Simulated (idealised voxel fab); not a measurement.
This is a process module. Its name is voxel wiring stack.
Xsec cut, 205 nm wide, square cell size 5 nm.
The cross-sections in this document take the form of a grid made of square cells. They are written out as bands, in order from top to bottom. Each band consists of one or more rows of cells.
The band entry comprises the height of the band's top followed by the height of its bottom, expressed in nm, and subsequently the band's materials from left to right, each stated together with its width in nm. Where a single material is marked with the word "throughout", that material fills the band from edge to edge. The word "air" represents empty space.
Basically, 0 is our baseline, since under it the wafer straight out of the box is all one material. The bottom band has no lower end and keeps on going down, so it looks like "0 -> down".
A width such as "30 to 40" changes by the same amount from each row of cells to the next, from the band's top row to its bottom row.
You'll sometimes find "all unchanged" written for a step, and that's the way of saying that nowhere in the cross-section did a cell change during that step.
The entry "Fully sealed cavities" lists the empty spaces that cover at least 8 cells and have no open path to the top. Each is written as width x height at distance, where the distance is measured from the left edge and all three values are in nm.
Heads up: the bit after the settings on a step's line is the simulator's remark on that step.
A step line may carry the setting "overlay nm", which, for steps involving a mask, states the distance by which the mask lay to the right of its intended position; negative values denote displacement to the left.
[Planned process steps]
1. RECEIVE,material Si
2. CONFORMAL_DEP,material SiO2,thk nm 10
3. DIRECTIONAL_DEP,material TiN,thk nm 5
4. DIRECTIONAL_DEP,material Ru,thk nm 15
5. MASKED_ETCH,tone cover,mask id METAL_1,width nm 25,pitch nm 45,etch materials Ru,depth nm 15,overlay nm 0
6. MASKED_ETCH,tone cover,mask id METAL_1,width nm 25,pitch nm 45,etch materials TiN,depth nm 5,overlay nm 0
7. FILL_DEP,material lowk,thk nm 5
8. CMP,height nm 30
9. CONFORMAL_DEP,material SiCN,thk nm 5
10. DIRECTIONAL_DEP,material lowk,thk nm 35
11. DIRECTIONAL_DEP,material aC,thk nm 15
12. PATTERN,tone open,mask id METAL_2_HOLES,material resist,width nm 15,pitch nm 45,thk nm 30,overlay nm 0
13. DIRECTIONAL_ETCH,etch materials aC,depth nm 15
14. STRIP,etch materials resist
15. DIRECTIONAL_ETCH,etch materials lowk,depth nm 35
16. STRIP,etch materials aC
17. PATTERN,tone open,mask id METAL_2,material resist,width nm 25,pitch nm 45,thk nm 20,overlay nm 0
18. DIRECTIONAL_ETCH,etch materials lowk,depth nm 20
19. DIRECTIONAL_ETCH,etch materials SiCN,depth nm 5
20. STRIP,etch materials resist
21. CONFORMAL_DEP,material TiN,thk nm 5
22. FILL_DEP,material Cu,thk nm 5
23. CMP,height nm 70
24. CONFORMAL_DEP,material SiCN,thk nm 5
25. DIRECTIONAL_DEP,material lowk,thk nm 20
26. PATTERN,tone open,mask id PLUG_2,material resist,width nm 15,pitch nm 90,thk nm 15,overlay nm 0
27. DIRECTIONAL_ETCH,etch materials lowk,depth nm 20
28. DIRECTIONAL_ETCH,etch materials SiCN,depth nm 5
29. STRIP,etch materials resist
30. CONFORMAL_DEP,material TiN,thk nm 5
31. FILL_DEP,material W,thk nm 10
32. CMP,height nm 95
33. DIRECTIONAL_DEP,material TiN,thk nm 5
34. DIRECTIONAL_DEP,material W,thk nm 15
35. MASKED_ETCH,tone cover,mask id METAL_3,width nm 25,pitch nm 45,etch materials W,depth nm 15,overlay nm 0
36. MASKED_ETCH,tone cover,mask id METAL_3,width nm 25,pitch nm 45,etch materials TiN,depth nm 5,overlay nm 0
37. CONFORMAL_DEP,material SiN,thk nm 5
38. FILL_DEP,material SiO2,thk nm 5
39. CMP,height nm 115
40. CONFORMAL_DEP,material SiCN,thk nm 5
[Shown in cross-section is the wafer as received, that is, as it stands after step 1]
* 0 -> down  Si throughout
* Fully sealed cavities: none
[Cross-section, first of two wafers, end of module, run as planned]
* 120 -> 115  SiCN throughout
* 115 -> 100  SiO2: 15, then SiN: 5, then W: 25, then SiN: 5, then SiO2: 10, then SiN: 5, then W: 25, then SiN: 5, then SiO2: 10, then SiN: 5, then W: 25, then SiN: 5, then SiO2: 10, then SiN: 5, then W: 25, then SiN: 5, then SiO2: 20
* 100 -> 95  SiN: 20, then TiN: 25, then SiN: 20, then TiN: 25, then SiN: 20, then TiN: 25, then SiN: 20, then TiN: 25, then SiN: 25
* 95 -> 75  lowk: 20, then TiN: 5, then W: 5, then TiN: 5, then lowk: 75, then TiN: 5, then W: 5, then TiN: 5, then lowk: 80
* 75 -> 70  SiCN: 20, then TiN: 15, then SiCN: 75, then TiN: 15, then SiCN: 80
* 70 -> 55  lowk: 20, then TiN: 5, then Cu: 15, then TiN: 5, then lowk: 20, then TiN: 5, then Cu: 15, then TiN: 5, then lowk: 20, then TiN: 5, then Cu: 15, then TiN: 5, then lowk: 20, then TiN: 5, then Cu: 15, then TiN: 5, then lowk: 25
* 55 -> 50  lowk: 20, then TiN: 5, then Cu: 5, then TiN: 15, then lowk: 20, then TiN: 5, then Cu: 5, then TiN: 15, then lowk: 20, then TiN: 5, then Cu: 5, then TiN: 15, then lowk: 20, then TiN: 5, then Cu: 5, then TiN: 15, then lowk: 25
* 50 -> 35  lowk: 20, then TiN: 5, then Cu: 5, then TiN: 5, then lowk: 30, then TiN: 5, then Cu: 5, then TiN: 5, then lowk: 30, then TiN: 5, then Cu: 5, then TiN: 5, then lowk: 30, then TiN: 5, then Cu: 5, then TiN: 5, then lowk: 35
* 35 -> 30  SiCN: 20, then TiN: 15, then SiCN: 30, then TiN: 15, then SiCN: 30, then TiN: 15, then SiCN: 30, then TiN: 15, then SiCN: 35
* 30 -> 15  lowk: 20, then Ru: 25, then lowk: 20, then Ru: 25, then lowk: 20, then Ru: 25, then lowk: 20, then Ru: 25, then lowk: 25
* 15 -> 10  lowk: 20, then TiN: 25, then lowk: 20, then TiN: 25, then lowk: 20, then TiN: 25, then lowk: 20, then TiN: 25, then lowk: 25
* 10 -> 0  SiO2 throughout
* 0 -> down  Si throughout
* Fully sealed cavities: none
[Second wafer cross-section at end of module - shared start and plan with the first, one mistake in the run]
* 120 -> 115  SiCN throughout
* 115 -> 100  SiO2: 15, then SiN: 5, then W: 25, then SiN: 5, then SiO2: 10, then SiN: 5, then W: 25, then SiN: 5, then SiO2: 10, then SiN: 5, then W: 25, then SiN: 5, then SiO2: 10, then SiN: 5, then W: 25, then SiN: 5, then SiO2: 20
* 100 -> 95  SiN: 20, then TiN: 25, then SiN: 20, then TiN: 25, then SiN: 20, then TiN: 25, then SiN: 20, then TiN: 25, then SiN: 25
* 95 -> 75  lowk: 20, then TiN: 5, then W: 5, then TiN: 5, then lowk: 75, then TiN: 5, then W: 5, then TiN: 5, then lowk: 80
* 75 -> 70  SiCN: 20, then TiN: 15, then SiCN: 75, then TiN: 15, then SiCN: 80
* 70 -> 55  lowk: 20, then TiN: 5, then Cu: 20, then TiN: 5, then lowk: 15, then TiN: 5, then Cu: 20, then TiN: 5, then lowk: 15, then TiN: 5, then Cu: 20, then TiN: 5, then lowk: 15, then TiN: 5, then Cu: 20, then TiN: 5, then lowk: 20
* 55 -> 50  lowk: 20, then TiN: 5, then Cu: 5, then TiN: 20, then lowk: 15, then TiN: 5, then Cu: 5, then TiN: 20, then lowk: 15, then TiN: 5, then Cu: 5, then TiN: 20, then lowk: 15, then TiN: 5, then Cu: 5, then TiN: 20, then lowk: 20
* 50 -> 40  lowk: 20, then TiN: 5, then Cu: 5, then TiN: 5, then lowk: 30, then TiN: 5, then Cu: 5, then TiN: 5, then lowk: 30, then TiN: 5, then Cu: 5, then TiN: 5, then lowk: 30, then TiN: 5, then Cu: 5, then TiN: 5, then lowk: 35
* 40 -> 35  lowk: 20, then TiN: 15, then lowk: 30, then TiN: 15, then lowk: 30, then TiN: 15, then lowk: 30, then TiN: 15, then lowk: 35
* 35 -> 30  SiCN: 25, then TiN: 10, then SiCN: 35, then TiN: 10, then SiCN: 35, then TiN: 10, then SiCN: 35, then TiN: 10, then SiCN: 35
* 30 -> 15  lowk: 20, then Ru: 25, then lowk: 20, then Ru: 25, then lowk: 20, then Ru: 25, then lowk: 20, then Ru: 25, then lowk: 25
* 15 -> 10  lowk: 20, then TiN: 25, then lowk: 20, then TiN: 25, then lowk: 20, then TiN: 25, then lowk: 20, then TiN: 25, then lowk: 25
* 10 -> 0  SiO2 throughout
* 0 -> down  Si throughout
* Fully sealed cavities: none
Misprocessing identified: contrary to plan, step 17 was performed as PATTERN,tone open,mask id METAL_2,material resist,width nm 25,pitch nm 45,thk nm 20,overlay nm 5
at the end the second wafer has, in cells: +8 Cu, +4 SiCN, +4 TiN, -16 lowk
